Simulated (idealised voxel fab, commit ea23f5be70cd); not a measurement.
Process module heading - voxel self aligned contacts
For reference, the cross-section in this document is cut, with width 260 nm and square cells of 5 nm.
How to read a cross-section here: the picture is a grid of square cells, written as bands going from the top down, and any band can span one or more rows of cells.
Per band: top height and bottom height in nm, followed by the left-to-right materials and their widths in nm; "throughout" marks a single material spanning edge to edge, "empty" marks empty space.
Zero point of the height axis is 0; under it, received wafer = one material. Lowest band: continues down indefinitely, "0 and below".
It should be noted that a width expressed as "30->40" varies in equal increments from row to row of cells within the band, taking the value of the first number at the top row and that of the second number at the bottom row.
Where the words "no alterations made" appear for a step, the cross-section shows no cell changed by that step; every cell remained as before.
"Fully closed voids" lists enclosed empty spaces (at least 8 cells, no open path upward to the top), each as width x height at distance from the left edge, in nm.
Formally, on a step line, whatever follows the settings is a remark that the simulator itself makes on the step.
Regarding "overlay nm": on a step with a mask, it is the distance the mask lay to the right of its planned place; a negative value places it to the left.

**Steps in the process plan**
1: op RECEIVE | material Si
2: op OXIDIZE | depth nm 5
3: op DIRECTIONAL_DEP | material polySi | thk nm 25
4: op DIRECTIONAL_DEP | material SiN | thk nm 25
5: op MASKED_ETCH | tone cover | mask id GATE | width nm 30 | pitch nm 75 | etch materials SiN | depth nm 25 | overlay nm 0
6: op MASKED_ETCH | tone cover | mask id GATE | width nm 30 | pitch nm 75 | etch materials polySi | depth nm 25 | overlay nm 0
7: op CONFORMAL_DEP | material SiN | thk nm 10
8: op DIRECTIONAL_ETCH | etch materials SiN | depth nm 10
9: op FILL_DEP | material SiO2 | thk nm 15
10: op CMP | height nm 60
11: op DIRECTIONAL_DEP | material aC | thk nm 10
12: op PATTERN | tone open | mask id CONTACT | material resist | width nm 55 | pitch nm 75 | thk nm 30 | overlay nm 0
13: op DIRECTIONAL_ETCH | etch materials aC | depth nm 10
14: op STRIP | etch materials resist
15: op DIRECTIONAL_ETCH | etch materials SiO2 | depth nm 65
16: op STRIP | etch materials aC
17: op CONFORMAL_DEP | material TiN | thk nm 5
18: op FILL_DEP | material Ru | thk nm 10
19: op CMP | height nm 60
20: op CONFORMAL_DEP | material SiCN | thk nm 5

**Wafer, first of two, run as planned**

**Step 1 complete: cross-section of the wafer as received**
    0 and below = Si throughout
    Fully closed voids: none

**after step 2**
    0 down to -5 = SiO2 throughout
    below -5: unchanged

**after step 3**
    25 down to 0 = polySi throughout
    below 0: unchanged

**after step 4**
    50 down to 25 = SiN throughout
    below 25: unchanged

**after step 5**
    50 down to 25 = 40 of empty, then 30 of SiN, then 45 of empty, then 30 of SiN, then 45 of empty, then 30 of SiN, then 40 of empty
    below 25: unchanged

**after step 6**
    50 down to 25 = 40 of empty, then 30 of SiN, then 45 of empty, then 30 of SiN, then 45 of empty, then 30 of SiN, then 40 of empty
    25 down to 0 = 40 of empty, then 30 of polySi, then 45 of empty, then 30 of polySi, then 45 of empty, then 30 of polySi, then 40 of empty
    below 0: unchanged

**after step 7**
    60 down to 25 = 30 of empty, then 50 of SiN, then 25 of empty, then 50 of SiN, then 25 of empty, then 50 of SiN, then 30 of empty
    25 down to 10 = 30 of empty, then 10 of SiN, then 30 of polySi, then 10 of SiN, then 25 of empty, then 10 of SiN, then 30 of polySi, then 10 of SiN, then 25 of empty, then 10 of SiN, then 30 of polySi, then 10 of SiN, then 30 of empty
    10 down to 0 = 40 of SiN, then 30 of polySi, then 45 of SiN, then 30 of polySi, then 45 of SiN, then 30 of polySi, then 40 of SiN
    below 0: unchanged

**after step 8**
    50 down to 25 = 30 of empty, then 50 of SiN, then 25 of empty, then 50 of SiN, then 25 of empty, then 50 of SiN, then 30 of empty
    25 down to 0 = 30 of empty, then 10 of SiN, then 30 of polySi, then 10 of SiN, then 25 of empty, then 10 of SiN, then 30 of polySi, then 10 of SiN, then 25 of empty, then 10 of SiN, then 30 of polySi, then 10 of SiN, then 30 of empty
    below 0: unchanged

**after step 9**
    65 down to 50 = SiO2 throughout
    50 down to 25 = 30 of SiO2, then 50 of SiN, then 25 of SiO2, then 50 of SiN, then 25 of SiO2, then 50 of SiN, then 30 of SiO2
    25 down to 0 = 30 of SiO2, then 10 of SiN, then 30 of polySi, then 10 of SiN, then 25 of SiO2, then 10 of SiN, then 30 of polySi, then 10 of SiN, then 25 of SiO2, then 10 of SiN, then 30 of polySi, then 10 of SiN, then 30 of SiO2
    below 0: unchanged

**after step 10**
    60 down to 50 = SiO2 throughout
    below 50: unchanged

**after step 11**
    70 down to 60 = aC throughout
    below 60: unchanged

**after step 12**
    100 down to 70 = 65 of resist, then 55 of empty, then 20 of resist, then 55 of empty, then 65 of resist
    below 70: unchanged

**after step 13**
    90 down to 70 = 65 of resist, then 55 of empty, then 20 of resist, then 55 of empty, then 65 of resist
    70 down to 60 = 65 of aC, then 55 of empty, then 20 of aC, then 55 of empty, then 65 of aC
    below 60: unchanged

**after step 14**
    70 down to 60 = 65 of aC, then 55 of empty, then 20 of aC, then 55 of empty, then 65 of aC
    below 60: unchanged

**after step 15**
    70 down to 60 = 65 of aC, then 55 of empty, then 20 of aC, then 55 of empty, then 65 of aC
    60 down to 50 = 65 of SiO2, then 55 of empty, then 20 of SiO2, then 55 of empty, then 65 of SiO2
    50 down to 25 = 30 of SiO2, then 50 of SiN, then 25 of empty, then 50 of SiN, then 25 of empty, then 50 of SiN, then 30 of SiO2
    25 down to 0 = 30 of SiO2, then 10 of SiN, then 30 of polySi, then 10 of SiN, then 25 of empty, then 10 of SiN, then 30 of polySi, then 10 of SiN, then 25 of empty, then 10 of SiN, then 30 of polySi, then 10 of SiN, then 30 of SiO2
    0 down to -5 = 80 of SiO2, then 25 of empty, then 50 of SiO2, then 25 of empty, then 80 of SiO2
    below -5: unchanged

**after step 16**
    60 down to 50 = 65 of SiO2, then 55 of empty, then 20 of SiO2, then 55 of empty, then 65 of SiO2
    below 50: unchanged

**after step 17**
    65 down to 60 = 70 of TiN, then 45 of empty, then 30 of TiN, then 45 of empty, then 70 of TiN
    60 down to 50 = 65 of SiO2, then 5->20 of TiN, then 45->15 of empty, then 5->20 of TiN, then 20 of SiO2, then 5->20 of TiN, then 45->15 of empty, then 5->20 of TiN, then 65 of SiO2
    50 down to 25 = 30 of SiO2, then 50 of SiN, then 5 of TiN, then 15 of empty, then 5 of TiN, then 50 of SiN, then 5 of TiN, then 15 of empty, then 5 of TiN, then 50 of SiN, then 30 of SiO2
    25 down to 0 = 30 of SiO2, then 10 of SiN, then 30 of polySi, then 10 of SiN, then 5 of TiN, then 15 of empty, then 5 of TiN, then 10 of SiN, then 30 of polySi, then 10 of SiN, then 5 of TiN, then 15 of empty, then 5 of TiN, then 10 of SiN, then 30 of polySi, then 10 of SiN, then 30 of SiO2
    0 down to -5 = 80 of SiO2, then 25 of TiN, then 50 of SiO2, then 25 of TiN, then 80 of SiO2
    below -5: unchanged

**after step 18**
    75 down to 65 = Ru throughout
    65 down to 60 = 70 of TiN, then 45 of Ru, then 30 of TiN, then 45 of Ru, then 70 of TiN
    60 down to 50 = 65 of SiO2, then 5->20 of TiN, then 45->15 of Ru, then 5->20 of TiN, then 20 of SiO2, then 5->20 of TiN, then 45->15 of Ru, then 5->20 of TiN, then 65 of SiO2
    50 down to 25 = 30 of SiO2, then 50 of SiN, then 5 of TiN, then 15 of Ru, then 5 of TiN, then 50 of SiN, then 5 of TiN, then 15 of Ru, then 5 of TiN, then 50 of SiN, then 30 of SiO2
    25 down to 0 = 30 of SiO2, then 10 of SiN, then 30 of polySi, then 10 of SiN, then 5 of TiN, then 15 of Ru, then 5 of TiN, then 10 of SiN, then 30 of polySi, then 10 of SiN, then 5 of TiN, then 15 of Ru, then 5 of TiN, then 10 of SiN, then 30 of polySi, then 10 of SiN, then 30 of SiO2
    below 0: unchanged

**after step 19**
    60 down to 50 = 65 of SiO2, then 5->20 of TiN, then 45->15 of Ru, then 5->20 of TiN, then 20 of SiO2, then 5->20 of TiN, then 45->15 of Ru, then 5->20 of TiN, then 65 of SiO2
    below 50: unchanged

**after step 20**
    65 down to 60 = SiCN throughout
    below 60: unchanged

**The second wafer: identical to the first at the outset and in its planned sequence, differing only in that one mistake was made during processing; up to and including step 11, its path is the first wafer's path**

**The second wafer cut through, at the time step 12 was supposed to be finished**
    100 down to 70 = 65 of empty, then 55 of resist, then 20 of empty, then 55 of resist, then 65 of empty
    below 70: unchanged

**The second wafer cut through, at the time step 13 was supposed to be finished**
    90 down to 70 = 65 of empty, then 55 of resist, then 20 of empty, then 55 of resist, then 65 of empty
    70 down to 60 = 65 of empty, then 55 of aC, then 20 of empty, then 55 of aC, then 65 of empty
    below 60: unchanged

**The second wafer cut through, at the time step 14 was supposed to be finished**
    70 down to 60 = 65 of empty, then 55 of aC, then 20 of empty, then 55 of aC, then 65 of empty
    below 60: unchanged

**The second wafer cut through, at the time step 15 was supposed to be finished**
    70 down to 60 = 65 of empty, then 55 of aC, then 20 of empty, then 55 of aC, then 65 of empty
    60 down to 50 = 65 of empty, then 55 of SiO2, then 20 of empty, then 55 of SiO2, then 65 of empty
    50 down to 25 = 30 of empty, then 50 of SiN, then 25 of SiO2, then 50 of SiN, then 25 of SiO2, then 50 of SiN, then 30 of empty
    25 down to 0 = 30 of empty, then 10 of SiN, then 30 of polySi, then 10 of SiN, then 25 of SiO2, then 10 of SiN, then 30 of polySi, then 10 of SiN, then 25 of SiO2, then 10 of SiN, then 30 of polySi, then 10 of SiN, then 30 of empty
    0 down to -5 = 30 of empty, then 200 of SiO2, then 30 of empty
    below -5: unchanged

**The second wafer cut through, at the time step 16 was supposed to be finished**
    60 down to 50 = 65 of empty, then 55 of SiO2, then 20 of empty, then 55 of SiO2, then 65 of empty
    below 50: unchanged

**The second wafer cut through, at the time step 17 was supposed to be finished**
    65 down to 60 = 60 of empty, then 65 of TiN, then 10 of empty, then 65 of TiN, then 60 of empty
    60 down to 55 = 60 of empty, then 5 of TiN, then 55 of SiO2, then 5 of TiN, then 10 of empty, then 5 of TiN, then 55 of SiO2, then 5 of TiN, then 60 of empty
    55 down to 50 = 25 of empty, then 40 of TiN, then 55 of SiO2, then 20 of TiN, then 55 of SiO2, then 40 of TiN, then 25 of empty
    50 down to 25 = 25 of empty, then 5 of TiN, then 50 of SiN, then 25 of SiO2, then 50 of SiN, then 25 of SiO2, then 50 of SiN, then 5 of TiN, then 25 of empty
    25 down to 0 = 25 of empty, then 5 of TiN, then 10 of SiN, then 30 of polySi, then 10 of SiN, then 25 of SiO2, then 10 of SiN, then 30 of polySi, then 10 of SiN, then 25 of SiO2, then 10 of SiN, then 30 of polySi, then 10 of SiN, then 5 of TiN, then 25 of empty
    0 down to -5 = 30 of TiN, then 200 of SiO2, then 30 of TiN
    below -5: unchanged

**The second wafer cut through, at the time step 18 was supposed to be finished**
    75 down to 65 = Ru throughout
    65 down to 60 = 60 of Ru, then 65 of TiN, then 10 of Ru, then 65 of TiN, then 60 of Ru
    60 down to 55 = 60 of Ru, then 5 of TiN, then 55 of SiO2, then 5 of TiN, then 10 of Ru, then 5 of TiN, then 55 of SiO2, then 5 of TiN, then 60 of Ru
    55 down to 50 = 25 of Ru, then 40 of TiN, then 55 of SiO2, then 20 of TiN, then 55 of SiO2, then 40 of TiN, then 25 of Ru
    50 down to 25 = 25 of Ru, then 5 of TiN, then 50 of SiN, then 25 of SiO2, then 50 of SiN, then 25 of SiO2, then 50 of SiN, then 5 of TiN, then 25 of Ru
    25 down to 0 = 25 of Ru, then 5 of TiN, then 10 of SiN, then 30 of polySi, then 10 of SiN, then 25 of SiO2, then 10 of SiN, then 30 of polySi, then 10 of SiN, then 25 of SiO2, then 10 of SiN, then 30 of polySi, then 10 of SiN, then 5 of TiN, then 25 of Ru
    below 0: unchanged

**The second wafer cut through, at the time step 19 was supposed to be finished**
    60 down to 55 = 60 of Ru, then 5 of TiN, then 55 of SiO2, then 5 of TiN, then 10 of Ru, then 5 of TiN, then 55 of SiO2, then 5 of TiN, then 60 of Ru
    below 55: unchanged

**The second wafer cut through, at the time step 20 was supposed to be finished**
    65 down to 60 = SiCN throughout
    below 60: unchanged
Error vs. plan: the process deviated at step 12: the operation and settings actually run there were op PATTERN | tone cover | mask id CONTACT | material resist | width nm 55 | pitch nm 75 | thk nm 30 | overlay nm 0
Final comparison by cell count, materials where the second wafer has more or fewer than the first: +52 Ru | -38 SiO2 | -14 TiN
